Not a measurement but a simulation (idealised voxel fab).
Process module in this document: voxel transistor to metal
We display cut, a cross-section 205 nm in width whose square cells are each 5 nm.
Bands, listed from the top down, are how a cross-section gets written in this document; the cross-section itself is a grid of square cells, and a band is one or more rows of them.
Quick guide to a band line: top height, bottom height (nm) up front; then every material left to right with its width in nm. Only one material and it's marked "full width"? Then it fills the band edge to edge. And "blank" just means empty space.
Ref level 0: as-received wafer is one material below here. Bottom band extends down with no lower bound ("z 0 and below").
A two-number width, for instance "30..40", indicates that the width is equal to the first number in the top row of the band and to the second number in the bottom row, and that it changes by a constant amount per row of cells.
Reading "no change occurred" for a step: not a cell of the cross-section changed in it.
Empty spaces without an open route to the top, at least 8 cells in extent, make up the entry "Enclosed void catalog"; each is given as width x height at distance, where the distance is measured from the left edge, and all are in nm.
It should be noted that, on the line of a given step, the content following the step's settings is a remark produced by the simulator itself with respect to that step.
Steps that use a mask can have "overlay nm" on their line. It says how far the mask sat to the right of where it was meant to be. Negative means to the left.

**Planned step list for the process**
1) RECEIVE with material Si
2) CONFORMAL_DEP with material SiO2, thk nm 5
3) CONFORMAL_DEP with material SiN, thk nm 15
4) MASKED_ETCH with tone cover, mask id ACTIVE, width nm 115, etch materials SiN, depth nm 15, overlay nm 0
5) MASKED_ETCH with tone cover, mask id ACTIVE, width nm 115, etch materials SiO2, depth nm 5, overlay nm 0
6) MASKED_ETCH with tone cover, mask id ACTIVE, width nm 115, etch materials Si, depth nm 30, overlay nm 0
7) OXIDIZE with depth nm 5
8) FILL_DEP with material SiO2, thk nm 15
9) CMP with height nm 20
10) SELECTIVE_ETCH with etch materials SiO2, depth nm 5
11) STRIP with etch materials SiN
12) SELECTIVE_ETCH with etch materials SiO2, depth nm 5
13) OXIDIZE with depth nm 5
14) DIRECTIONAL_DEP with material polySi, thk nm 30
15) DIRECTIONAL_DEP with material SiCN, thk nm 10
16) MASKED_ETCH with tone cover, mask id GATE, width nm 25, etch materials SiCN, depth nm 20, overlay nm 0
17) MASKED_ETCH with tone cover, mask id GATE, width nm 25, etch materials polySi, depth nm 40, overlay nm 0
18) CONFORMAL_DEP with material SiN, thk nm 10
19) DIRECTIONAL_ETCH with etch materials SiN, depth nm 10
20) DIRECTIONAL_ETCH with etch materials SiO2, depth nm 5
21) DIRECTIONAL_ETCH with etch materials Si, depth nm 5
22) EPI with material SiGe, thk nm 5
23) FILL_DEP with material SiO2, thk nm 5
24) CMP with height nm 40
25) DIRECTIONAL_DEP with material SiO2, thk nm 15
26) DIRECTIONAL_DEP with material aC, thk nm 10
27) PATTERN with tone open, mask id CONTACT, material resist, width nm 20, pitch nm 85, thk nm 30, overlay nm 0
28) DIRECTIONAL_ETCH with etch materials aC, depth nm 10
29) STRIP with etch materials resist
30) DIRECTIONAL_ETCH with etch materials SiO2, depth nm 60
31) STRIP with etch materials aC
32) CONFORMAL_DEP with material TiN, thk nm 5
33) FILL_DEP with material W, thk nm 5
34) CMP with height nm 55
35) DIRECTIONAL_DEP with material TiN, thk nm 5
36) DIRECTIONAL_DEP with material W, thk nm 25
37) MASKED_ETCH with tone cover, mask id METAL_1, width nm 20, pitch nm 85, etch materials W, depth nm 25, overlay nm 0
38) MASKED_ETCH with tone cover, mask id METAL_1, width nm 20, pitch nm 85, etch materials TiN, depth nm 5, overlay nm 0
39) FILL_DEP with material lowk, thk nm 10
40) CMP with height nm 85
41) CONFORMAL_DEP with material SiCN, thk nm 5
42) DIRECTIONAL_DEP with material SiO2, thk nm 25
43) DIRECTIONAL_DEP with material aC, thk nm 15
44) PATTERN with tone open, mask id METAL_2, material resist, width nm 20, pitch nm 85, thk nm 30, overlay nm 0
45) DIRECTIONAL_ETCH with etch materials aC, depth nm 15
46) STRIP with etch materials resist
47) DIRECTIONAL_ETCH with etch materials SiO2, depth nm 15
48) STRIP with etch materials aC
49) DIRECTIONAL_DEP with material aC, thk nm 15
50) PATTERN with tone open, mask id METAL_2_HOLES, material resist, width nm 15, pitch nm 85, thk nm 30, overlay nm 0
51) DIRECTIONAL_ETCH with etch materials aC, depth nm 15
52) STRIP with etch materials resist
53) DIRECTIONAL_ETCH with etch materials SiO2, depth nm 10
54) DIRECTIONAL_ETCH with etch materials SiCN, depth nm 5
55) STRIP with etch materials aC
56) CONFORMAL_DEP with material TiN, thk nm 5
57) FILL_DEP with material Ru, thk nm 10
58) CMP with height nm 115
59) CONFORMAL_DEP with material SiCN, thk nm 5

**The cross-section here shows the wafer as received, i.e. in its state after step 1**
> z 0 and below: Si full width
> Enclosed void catalog: none

**Cross-section: first of two wafers, module finished, run according to plan**
> z 120 to 115: SiCN full width
> z 115 to 105: SiO2 50 nm, TiN 5 nm, Ru 10 nm, TiN 5 nm, SiO2 65 nm, TiN 5 nm, Ru 10 nm, TiN 5 nm, SiO2 50 nm
> z 105 to 100: SiO2 50 nm, TiN 5 nm, Ru 5 nm, TiN 10 nm, SiO2 65 nm, TiN 5 nm, Ru 5 nm, TiN 10 nm, SiO2 50 nm
> z 100 to 90: SiO2 50 nm, TiN 5 nm, Ru 5 nm, TiN 5 nm, SiO2 70 nm, TiN 5 nm, Ru 5 nm, TiN 5 nm, SiO2 55 nm
> z 90 to 85: SiCN 50 nm, TiN 15 nm, SiCN 70 nm, TiN 15 nm, SiCN 55 nm
> z 85 to 60: lowk 50 nm, W 20 nm, lowk 65 nm, W 20 nm, lowk 50 nm
> z 60 to 55: lowk 50 nm, TiN 20 nm, lowk 65 nm, TiN 20 nm, lowk 50 nm
> z 55 to 40: SiO2 50 nm, TiN 5 nm, W 10 nm, TiN 5 nm, SiO2 65 nm, TiN 5 nm, W 10 nm, TiN 5 nm, SiO2 50 nm
> z 40 to 30: SiO2 50 nm, TiN 5 nm, W 10 nm, TiN 5 nm, SiO2 10 nm, SiN 10 nm, SiCN 25 nm, SiN 10 nm, SiO2 10 nm, TiN 5 nm, W 10 nm, TiN 5 nm, SiO2 50 nm
> z 30 to 10: SiO2 50 nm, TiN 5 nm, W 10 nm, TiN 5 nm, SiO2 10 nm, SiN 10 nm, polySi 25 nm, SiN 10 nm, SiO2 10 nm, TiN 5 nm, W 10 nm, TiN 5 nm, SiO2 50 nm
> z 10 to 0: SiO2 40 nm, SiN 10 nm, TiN 5 nm, W 10 nm, TiN 5 nm, SiO2 10 nm, SiN 10 nm, polySi 25 nm, SiN 10 nm, SiO2 10 nm, TiN 5 nm, W 10 nm, TiN 5 nm, SiN 10 nm, SiO2 40 nm
> z 0 to -5: SiO2 50 nm, TiN 20 nm, SiO2 5 nm, SiGe 5 nm, SiO2 45 nm, SiGe 5 nm, SiO2 5 nm, TiN 20 nm, SiO2 50 nm
> z -5 to -10: SiO2 50 nm, SiGe 30 nm, Si 45 nm, SiGe 30 nm, SiO2 50 nm
> z -10 to -35: SiO2 50 nm, Si 105 nm, SiO2 50 nm
> z -35 and below: Si full width
> Enclosed void catalog: none

**What the second wafer looks like in cross-section once the module is done. Its start and its plan matched the first wafer's exactly; what differed was one mistake in how it was run**
> z 120 to 115: SiCN full width
> z 115 to 105: SiO2 50 nm, TiN 5 nm, Ru 10 nm, TiN 5 nm, SiO2 65 nm, TiN 5 nm, Ru 10 nm, TiN 5 nm, SiO2 50 nm
> z 105 to 100: SiO2 50 nm, TiN 5 nm, Ru 5 nm, TiN 10 nm, SiO2 65 nm, TiN 5 nm, Ru 5 nm, TiN 10 nm, SiO2 50 nm
> z 100 to 90: SiO2 50 nm, TiN 5 nm, Ru 5 nm, TiN 5 nm, SiO2 70 nm, TiN 5 nm, Ru 5 nm, TiN 5 nm, SiO2 55 nm
> z 90 to 85: SiCN 50 nm, TiN 15 nm, SiCN 70 nm, TiN 15 nm, SiCN 55 nm
> z 85 to 60: lowk 50 nm, W 20 nm, lowk 65 nm, W 20 nm, lowk 50 nm
> z 60 to 55: lowk 50 nm, TiN 20 nm, lowk 65 nm, TiN 20 nm, lowk 50 nm
> z 55 to 40: SiO2 50 nm, TiN 5 nm, W 10 nm, TiN 5 nm, SiO2 65 nm, TiN 5 nm, W 10 nm, TiN 5 nm, SiO2 50 nm
> z 40 to 30: SiO2 50 nm, TiN 5 nm, W 10 nm, TiN 5 nm, SiO2 10 nm, SiN 10 nm, SiCN 25 nm, SiN 10 nm, SiO2 10 nm, TiN 5 nm, W 10 nm, TiN 5 nm, SiO2 50 nm
> z 30 to 10: SiO2 50 nm, TiN 5 nm, W 10 nm, TiN 5 nm, SiO2 10 nm, SiN 10 nm, polySi 25 nm, SiN 10 nm, SiO2 10 nm, TiN 5 nm, W 10 nm, TiN 5 nm, SiO2 50 nm
> z 10 to 0: SiO2 35 nm, SiN 10 nm, SiO2 5 nm, TiN 5 nm, W 10 nm, TiN 5 nm, SiO2 10 nm, SiN 10 nm, polySi 25 nm, SiN 10 nm, SiO2 10 nm, TiN 5 nm, W 10 nm, TiN 5 nm, SiO2 5 nm, SiN 10 nm, SiO2 35 nm
> z 0 to -5: SiO2 35 nm, SiN 15 nm, TiN 20 nm, SiO2 5 nm, SiGe 5 nm, SiO2 45 nm, SiGe 5 nm, SiO2 5 nm, TiN 20 nm, SiN 15 nm, SiO2 35 nm
> z -5 to -10: SiO2 55 nm, SiGe 25 nm, Si 45 nm, SiGe 25 nm, SiO2 55 nm
> z -10 to -35: SiO2 50 nm, Si 105 nm, SiO2 50 nm
> z -35 and below: Si full width
> Enclosed void catalog: none
It is concluded that the wafer was processed incorrectly with respect to the plan, in that the executed order of steps 10 and 11 is the reverse of that specified in the plan, each step having taken the other's position
It is noted that, at the conclusion of processing, the second wafer exhibits a higher or lower cell count for certain materials relative to the first: SiGe: 2 fewer; SiN: 6 more; SiO2: 4 fewer
